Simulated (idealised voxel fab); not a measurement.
Module name: voxel gate over fins (process module)
For reference, the cross-section in this document is cut, with width 220 nm and square cells of 5 nm.
In this document a cross-section is written as a grid of square cells. It is given as a series of bands, listed from the top down, and a band is one or more rows of cells.
What a band's entry tells you: where the top is and where the bottom is, as heights in nm, and after that what lies inside, material by material from left to right, each with its width in nm. Empty space is written as the word "air", and a single material marked with the word "all across" occupies the band from edge to edge.
Measure heights from 0. That's the level where, below it, the as-received wafer is all one material. The lowest band is bottomless and extends downward; write it as in "z 0 and below".
Note: "30 to 40" means the width goes from the first number (top row of the band) to the second number (bottom row) in equal steps per row of cells.
You'll sometimes find "remained the same" written for a step, and that's the way of saying that nowhere in the cross-section did a cell change during that step.
If an empty space has no open way to the top and is at least 8 cells in size, "Closed void list" lists it, written width x height at distance, where distance is measured from the left edge and every value is in nm.
Heads up: the bit after the settings on a step's line is the simulator's remark on that step.
Among the settings permitted on a step's line is "overlay nm"; applied to a step with a mask, it specifies the extent to which the mask lay to the right of its planned position, whereas a negative figure signifies a position to the left.
Plan
1: RECEIVE | material Si
2: CONFORMAL_DEP | material SiN | thk nm 10
3: MASKED_ETCH | tone cover | mask id FINS | width nm 15 | pitch nm 35 | etch materials SiN | depth nm 10 | overlay nm 0
4: MASKED_ETCH | tone cover | mask id FINS | width nm 15 | pitch nm 35 | etch materials Si | depth nm 30 | overlay nm 0
5: OXIDIZE | depth nm 5
6: FILL_DEP | material SiO2 | thk nm 10
7: CMP | height nm 10
8: SELECTIVE_ETCH | etch materials SiO2 | depth nm 25
9: STRIP | etch materials SiN
10: CONFORMAL_DEP | material HfO2 | thk nm 5
11: CONFORMAL_DEP | material TiN | thk nm 5
12: CONFORMAL_DEP | material TiAl | thk nm 5
13: CONFORMAL_DEP | material TiN | thk nm 5
14: FILL_DEP | material W | thk nm 15
15: CMP | height nm 30
16: CONFORMAL_DEP | material SiN | thk nm 5
The following pertains to the first of two wafers, which was processed as planned
As-received wafer cross-section (after step 1)
> z 0 and below | Si all across
> Closed void list: none
Cross-section through the wafer, step 2 finished
> z 10 to 0 | SiN all across
> Under 0: no change, same as before.
Cross-section through the wafer, step 3 finished
> z 10 to 0 | air=85, then SiN=15, then air=20, then SiN=15, then air=85
> Under 0: no change, same as before.
Cross-section through the wafer, step 4 finished
> z 10 to 0 | air=85, then SiN=15, then air=20, then SiN=15, then air=85
> z 0 to -30 | air=85, then Si=15, then air=20, then Si=15, then air=85
> Under -30: no change, same as before.
Cross-section through the wafer, step 5 finished
> z 10 to 0 | air=85, then SiN=15, then air=20, then SiN=15, then air=85
> z 0 to -30 | air=85, then SiO2=5, then Si=5, then SiO2=5, then air=20, then SiO2=5, then Si=5, then SiO2=5, then air=85
> z -30 to -35 | SiO2=90, then Si=5, then SiO2=30, then Si=5, then SiO2=90
> Under -35: no change, same as before.
Cross-section through the wafer, step 6 finished
> z 20 to 10 | SiO2 all across
> z 10 to 0 | SiO2=85, then SiN=15, then SiO2=20, then SiN=15, then SiO2=85
> z 0 to -35 | SiO2=90, then Si=5, then SiO2=30, then Si=5, then SiO2=90
> Under -35: no change, same as before.
Cross-section through the wafer, step 7 finished
> z 10 to 0 | SiO2=85, then SiN=15, then SiO2=20, then SiN=15, then SiO2=85
> Under 0: no change, same as before.
Cross-section through the wafer, step 8 finished
> z 10 to 0 | air=85, then SiN=15, then air=20, then SiN=15, then air=85
> z 0 to -15 | air=90, then Si=5, then air=30, then Si=5, then air=90
> Under -15: no change, same as before.
Cross-section through the wafer, step 9 finished
> z 0 to -15 | air=90, then Si=5, then air=30, then Si=5, then air=90
> Under -15: no change, same as before.
Cross-section through the wafer, step 10 finished
> z 5 to 0 | air=85, then HfO2=15, then air=20, then HfO2=15, then air=85
> z 0 to -10 | air=85, then HfO2=5, then Si=5, then HfO2=5, then air=20, then HfO2=5, then Si=5, then HfO2=5, then air=85
> z -10 to -15 | HfO2=90, then Si=5, then HfO2=30, then Si=5, then HfO2=90
> Under -15: no change, same as before.
Cross-section through the wafer, step 11 finished
> z 10 to 5 | air=80, then TiN=25, then air=10, then TiN=25, then air=80
> z 5 to 0 | air=80, then TiN=5, then HfO2=15, then TiN=5, then air=10, then TiN=5, then HfO2=15, then TiN=5, then air=80
> z 0 to -5 | air=80, then TiN=5, then HfO2=5, then Si=5, then HfO2=5, then TiN=5, then air=10, then TiN=5, then HfO2=5, then Si=5, then HfO2=5, then TiN=5, then air=80
> z -5 to -10 | TiN=85, then HfO2=5, then Si=5, then HfO2=5, then TiN=20, then HfO2=5, then Si=5, then HfO2=5, then TiN=85
> Under -10: no change, same as before.
Cross-section through the wafer, step 12 finished
> z 15 to 10 | air=75, then TiAl=70, then air=75
> z 10 to 5 | air=75, then TiAl=5, then TiN=25, then TiAl=10, then TiN=25, then TiAl=5, then air=75
> z 5 to 0 | air=75, then TiAl=5, then TiN=5, then HfO2=15, then TiN=5, then TiAl=10, then TiN=5, then HfO2=15, then TiN=5, then TiAl=5, then air=75
> z 0 to -5 | TiAl=80, then TiN=5, then HfO2=5, then Si=5, then HfO2=5, then TiN=5, then TiAl=10, then TiN=5, then HfO2=5, then Si=5, then HfO2=5, then TiN=5, then TiAl=80
> Under -5: no change, same as before.
Cross-section through the wafer, step 13 finished
> z 20 to 15 | air=70, then TiN=80, then air=70
> z 15 to 10 | air=70, then TiN=5, then TiAl=70, then TiN=5, then air=70
> z 10 to 5 | air=70, then TiN=5, then TiAl=5, then TiN=25, then TiAl=10, then TiN=25, then TiAl=5, then TiN=5, then air=70
> z 5 to 0 | TiN=75, then TiAl=5, then TiN=5, then HfO2=15, then TiN=5, then TiAl=10, then TiN=5, then HfO2=15, then TiN=5, then TiAl=5, then TiN=75
> Under 0: no change, same as before.
Cross-section through the wafer, step 14 finished
> z 35 to 20 | W all across
> z 20 to 15 | W=70, then TiN=80, then W=70
> z 15 to 10 | W=70, then TiN=5, then TiAl=70, then TiN=5, then W=70
> z 10 to 5 | W=70, then TiN=5, then TiAl=5, then TiN=25, then TiAl=10, then TiN=25, then TiAl=5, then TiN=5, then W=70
> Under 5: no change, same as before.
Cross-section through the wafer, step 15 finished
> z 30 to 20 | W all across
> Under 20: no change, same as before.
Cross-section through the wafer, step 16 finished
> z 35 to 30 | SiN all across
> Under 30: no change, same as before.
It is to be noted that the second wafer proceeded from the same initial state and according to the same plan as the first, although one mistake was committed in its execution; through step 10, inclusive, the two wafers share an identical history
Cross-section of the second wafer at the time step 11 of the plan should have ended: remained the same
Cross-section of the second wafer at the time step 12 of the plan should have ended
> z 10 to 5 | air=80, then TiAl=25, then air=10, then TiAl=25, then air=80
> z 5 to 0 | air=80, then TiAl=5, then HfO2=15, then TiAl=5, then air=10, then TiAl=5, then HfO2=15, then TiAl=5, then air=80
> z 0 to -5 | air=80, then TiAl=5, then HfO2=5, then Si=5, then HfO2=5, then TiAl=5, then air=10, then TiAl=5, then HfO2=5, then Si=5, then HfO2=5, then TiAl=5, then air=80
> z -5 to -10 | TiAl=85, then HfO2=5, then Si=5, then HfO2=5, then TiAl=20, then HfO2=5, then Si=5, then HfO2=5, then TiAl=85
> Under -10: no change, same as before.
Cross-section of the second wafer at the time step 13 of the plan should have ended
> z 15 to 10 | air=75, then TiN=70, then air=75
> z 10 to 5 | air=75, then TiN=5, then TiAl=25, then TiN=10, then TiAl=25, then TiN=5, then air=75
> z 5 to 0 | air=75, then TiN=5, then TiAl=5, then HfO2=15, then TiAl=5, then TiN=10, then TiAl=5, then HfO2=15, then TiAl=5, then TiN=5, then air=75
> z 0 to -5 | TiN=80, then TiAl=5, then HfO2=5, then Si=5, then HfO2=5, then TiAl=5, then TiN=10, then TiAl=5, then HfO2=5, then Si=5, then HfO2=5, then TiAl=5, then TiN=80
> Under -5: no change, same as before.
Cross-section of the second wafer at the time step 14 of the plan should have ended
> z 30 to 15 | W all across
> z 15 to 10 | W=75, then TiN=70, then W=75
> z 10 to 5 | W=75, then TiN=5, then TiAl=25, then TiN=10, then TiAl=25, then TiN=5, then W=75
> z 5 to 0 | W=75, then TiN=5, then TiAl=5, then HfO2=15, then TiAl=5, then TiN=10, then TiAl=5, then HfO2=15, then TiAl=5, then TiN=5, then W=75
> Under 0: no change, same as before.
Cross-section of the second wafer at the time step 15 of the plan should have ended: remained the same
Cross-section of the second wafer at the time step 16 of the plan should have ended
> z 35 to 30 | SiN all across
> Under 30: no change, same as before.
Processing error: step 11 of the plan did not run at all; it was left out
Once processing is complete, comparing cell counts shows that the second wafer has more or fewer of certain materials than the first: -50 TiN, +50 W
